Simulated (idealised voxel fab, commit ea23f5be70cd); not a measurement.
Title: Process Module voxel self aligned vias
Pictured: cross-section cut, 170 nm wide, on a grid of 5 nm square cells.
Think of the cross-section as a grid of square cells. We describe it in bands, top to bottom, and each band covers one or more rows of those cells. Top, bottom (nm), then materials left to right with widths (nm); lone material tagged "throughout" fills the whole band edge to edge; "blank" = empty space. Heights are expressed relative to 0, this being the level below which the as-received wafer comprises one material exclusively. The lowest band is unbounded in the downward direction and is denoted as in "0..down". The two numbers in a width such as "30->40" mark its ends across the band: the first belongs to the top row of cells, the second to the bottom row, and from each row to the next the width moves by the same amount. You'll sometimes find "identical to before" written for a step, and that's the way of saying that nowhere in the cross-section did a cell change during that step. The entry titled "Sealed cavities" provides the empty spaces that have no open way to the top, restricted to those of 8 cells or more. Each is presented as width x height at distance, the distance being measured from the left edge, with all three in nm. If you see something after the settings on a step's line, that's the simulator's own remark about that step. The setting "overlay nm" may be written on the line of a step. When the step uses a mask, the value reports how far to the right of the planned place the mask lay, and a negative value reports that it lay to the left.

-- The process steps that were planned are listed below
1: RECEIVE | material Si
2: CONFORMAL_DEP | material SiO2 | thk nm 15
3: CONFORMAL_DEP | material SiCN | thk nm 5
4: DIRECTIONAL_DEP | material lowk | thk nm 30
5: MASKED_ETCH | tone open | mask id LINES | width nm 20 | pitch nm 50 | etch materials lowk | depth nm 30 | overlay nm 0
6: CONFORMAL_DEP | material TiN | thk nm 5
7: FILL_DEP | material Ru | thk nm 10
8: CMP | height nm 50
9: SELECTIVE_ETCH | etch materials W Ru TiN | depth nm 5
10: FILL_DEP | material SiN | thk nm 10
11: CMP | height nm 50
12: DIRECTIONAL_DEP | material lowk | thk nm 15
13: MASKED_ETCH | tone open | mask id VIAS | width nm 30 | pitch nm 50 | etch materials lowk | depth nm 15 | overlay nm 0
14: MASKED_ETCH | tone open | mask id VIAS | width nm 30 | pitch nm 50 | etch materials SiN | depth nm 5 | overlay nm 0
15: CONFORMAL_DEP | material TiN | thk nm 5
16: FILL_DEP | material Cu | thk nm 5
17: CMP | height nm 65
18: CONFORMAL_DEP | material SiN | thk nm 5

-- First wafer, two in total, run as planned

-- Delivered wafer in cross-section: state after step 1
0..down = Si throughout
Sealed cavities: none

-- Sectional view: wafer, after step 2
15..0 = SiO2 throughout
Under 0: no change, same as before.

-- Sectional view: wafer, after step 3
20..15 = SiCN throughout
Under 15: no change, same as before.

-- Sectional view: wafer, after step 4
50..20 = lowk throughout
Under 20: no change, same as before.

-- Sectional view: wafer, after step 5
50..20 = lowk=50, blank=20, lowk=30, blank=20, lowk=50
Under 20: no change, same as before.

-- Sectional view: wafer, after step 6
55..50 = TiN=55, blank=10, TiN=40, blank=10, TiN=55
50..25 = lowk=50, TiN=5, blank=10, TiN=5, lowk=30, TiN=5, blank=10, TiN=5, lowk=50
25..20 = lowk=50, TiN=20, lowk=30, TiN=20, lowk=50
Under 20: no change, same as before.

-- Sectional view: wafer, after step 7
65..55 = Ru throughout
55..50 = TiN=55, Ru=10, TiN=40, Ru=10, TiN=55
50..25 = lowk=50, TiN=5, Ru=10, TiN=5, lowk=30, TiN=5, Ru=10, TiN=5, lowk=50
Under 25: no change, same as before.

-- Sectional view: wafer, after step 8
50..25 = lowk=50, TiN=5, Ru=10, TiN=5, lowk=30, TiN=5, Ru=10, TiN=5, lowk=50
Under 25: no change, same as before.

-- Sectional view: wafer, after step 9
50..45 = lowk=50, blank=20, lowk=30, blank=20, lowk=50
Under 45: no change, same as before.

-- Sectional view: wafer, after step 10
60..50 = SiN throughout
50..45 = lowk=50, SiN=20, lowk=30, SiN=20, lowk=50
Under 45: no change, same as before.

-- Sectional view: wafer, after step 11
50..45 = lowk=50, SiN=20, lowk=30, SiN=20, lowk=50
Under 45: no change, same as before.

-- Sectional view: wafer, after step 12
65..50 = lowk throughout
Under 50: no change, same as before.

-- Sectional view: wafer, after step 13
65..50 = lowk=45, blank=30, lowk=20, blank=30, lowk=45
Under 50: no change, same as before.

-- Sectional view: wafer, after step 14
65..50 = lowk=45, blank=30, lowk=20, blank=30, lowk=45
50..45 = lowk=50, blank=20, lowk=30, blank=20, lowk=50
Under 45: no change, same as before.

-- Sectional view: wafer, after step 15
70..65 = TiN=50, blank=20, TiN=30, blank=20, TiN=50
65..55 = lowk=45, TiN=5, blank=20, TiN=5, lowk=20, TiN=5, blank=20, TiN=5, lowk=45
55..50 = lowk=45, TiN=10, blank=10, TiN=10, lowk=20, TiN=10, blank=10, TiN=10, lowk=45
50..45 = lowk=50, TiN=20, lowk=30, TiN=20, lowk=50
Under 45: no change, same as before.

-- Sectional view: wafer, after step 16
75..70 = Cu throughout
70..65 = TiN=50, Cu=20, TiN=30, Cu=20, TiN=50
65..55 = lowk=45, TiN=5, Cu=20, TiN=5, lowk=20, TiN=5, Cu=20, TiN=5, lowk=45
55..50 = lowk=45, TiN=10, Cu=10, TiN=10, lowk=20, TiN=10, Cu=10, TiN=10, lowk=45
Under 50: no change, same as before.

-- Sectional view: wafer, after step 17
65..55 = lowk=45, TiN=5, Cu=20, TiN=5, lowk=20, TiN=5, Cu=20, TiN=5, lowk=45
Under 55: no change, same as before.

-- Sectional view: wafer, after step 18
70..65 = SiN throughout
Under 65: no change, same as before.

-- Wafer two: like wafer one in start and plan, but with one mistake in execution; identical up to and including step 1

-- Cross-section, second wafer, at the end time the plan gives for step 2
5..0 = SiCN throughout
Under 0: no change, same as before.

-- Cross-section, second wafer, at the end time the plan gives for step 3
20..5 = SiO2 throughout
Under 5: no change, same as before.

-- Cross-section, second wafer, at the end time the plan gives for step 4
50..20 = lowk throughout
Under 20: no change, same as before.

-- Cross-section, second wafer, at the end time the plan gives for step 5
50..20 = lowk=50, blank=20, lowk=30, blank=20, lowk=50
Under 20: no change, same as before.

-- Cross-section, second wafer, at the end time the plan gives for step 6
55..50 = TiN=55, blank=10, TiN=40, blank=10, TiN=55
50..25 = lowk=50, TiN=5, blank=10, TiN=5, lowk=30, TiN=5, blank=10, TiN=5, lowk=50
25..20 = lowk=50, TiN=20, lowk=30, TiN=20, lowk=50
Under 20: no change, same as before.

-- Cross-section, second wafer, at the end time the plan gives for step 7
65..55 = Ru throughout
55..50 = TiN=55, Ru=10, TiN=40, Ru=10, TiN=55
50..25 = lowk=50, TiN=5, Ru=10, TiN=5, lowk=30, TiN=5, Ru=10, TiN=5, lowk=50
Under 25: no change, same as before.

-- Cross-section, second wafer, at the end time the plan gives for step 8
50..25 = lowk=50, TiN=5, Ru=10, TiN=5, lowk=30, TiN=5, Ru=10, TiN=5, lowk=50
Under 25: no change, same as before.

-- Cross-section, second wafer, at the end time the plan gives for step 9
50..45 = lowk=50, blank=20, lowk=30, blank=20, lowk=50
Under 45: no change, same as before.

-- Cross-section, second wafer, at the end time the plan gives for step 10
60..50 = SiN throughout
50..45 = lowk=50, SiN=20, lowk=30, SiN=20, lowk=50
Under 45: no change, same as before.

-- Cross-section, second wafer, at the end time the plan gives for step 11
50..45 = lowk=50, SiN=20, lowk=30, SiN=20, lowk=50
Under 45: no change, same as before.

-- Cross-section, second wafer, at the end time the plan gives for step 12
65..50 = lowk throughout
Under 50: no change, same as before.

-- Cross-section, second wafer, at the end time the plan gives for step 13
65..50 = lowk=45, blank=30, lowk=20, blank=30, lowk=45
Under 50: no change, same as before.

-- Cross-section, second wafer, at the end time the plan gives for step 14
65..50 = lowk=45, blank=30, lowk=20, blank=30, lowk=45
50..45 = lowk=50, blank=20, lowk=30, blank=20, lowk=50
Under 45: no change, same as before.

-- Cross-section, second wafer, at the end time the plan gives for step 15
70..65 = TiN=50, blank=20, TiN=30, blank=20, TiN=50
65..55 = lowk=45, TiN=5, blank=20, TiN=5, lowk=20, TiN=5, blank=20, TiN=5, lowk=45
55..50 = lowk=45, TiN=10, blank=10, TiN=10, lowk=20, TiN=10, blank=10, TiN=10, lowk=45
50..45 = lowk=50, TiN=20, lowk=30, TiN=20, lowk=50
Under 45: no change, same as before.

-- Cross-section, second wafer, at the end time the plan gives for step 16
75..70 = Cu throughout
70..65 = TiN=50, Cu=20, TiN=30, Cu=20, TiN=50
65..55 = lowk=45, TiN=5, Cu=20, TiN=5, lowk=20, TiN=5, Cu=20, TiN=5, lowk=45
55..50 = lowk=45, TiN=10, Cu=10, TiN=10, lowk=20, TiN=10, Cu=10, TiN=10, lowk=45
Under 50: no change, same as before.

-- Cross-section, second wafer, at the end time the plan gives for step 17
65..55 = lowk=45, TiN=5, Cu=20, TiN=5, lowk=20, TiN=5, Cu=20, TiN=5, lowk=45
Under 55: no change, same as before.

-- Cross-section, second wafer, at the end time the plan gives for step 18
70..65 = SiN throughout
Under 65: no change, same as before.
Where did the run depart from the plan? plan steps 2 and 3 run swapped
Cell counts per material: same on both final wafers. Positions: different.
